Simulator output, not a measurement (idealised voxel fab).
process module | voxel lift off
cross-section cut | 220 nm wide | cells 5 nm
A cross-section is a grid of square cells, given in bands from the top down. A band is one or more rows of cells.
Each band's line starts with the height of the band's top and of its bottom, in nm. Then come its materials from left to right, each with its width in nm. One material with "throughout" fills the band from edge to edge. "air" is empty space.
Height 0 is the level under which the wafer as received is all one material. The lowest band goes on downwards, as in "0 down".
A width such as "30 to 40" changes by the same amount from each row of cells to the next, from the band's top row to its bottom row.
"no change" after a step means that no cell of the cross-section changed.
closed voids: empty space of 8 cells or more with no open way to the top, each as width x height at its distance from the left edge, in nm
after a step's settings: what the simulator itself notes on the step
overlay nm, on a step with a mask: how far to the right of its planned place the mask lay; to the left if negative
plan
1 op RECEIVE | material Si
2 op CONFORMAL_DEP | material SiN | thk nm 15
3 op PATTERN | tone open | mask id LINES | material resist | width nm 25 | pitch nm 40 | thk nm 20 | overlay nm 0
4 op DIRECTIONAL_DEP | material Ru | thk nm 5
5 op STRIP | etch materials resist
6 op CONFORMAL_DEP | material SiN | thk nm 5
as received, after step 1
  0 down: Si throughout
  closed voids: none
a wafer at the end: this start, this plan, one mistake
  25 to 20: SiN 60 | air 15 | SiN 25 | air 15 | SiN 25 | air 15 | SiN 65
  20 to 15: Ru 55 | SiN 25 | Ru 15 | SiN 25 | Ru 15 | SiN 25 | Ru 60
  15 to 0: SiN throughout
  0 down: Si throughout
  closed voids: none
what went wrong: step 3 ran as: op PATTERN | tone cover | mask id LINES | material resist | width nm 25 | pitch nm 40 | thk nm 20 | overlay nm 0
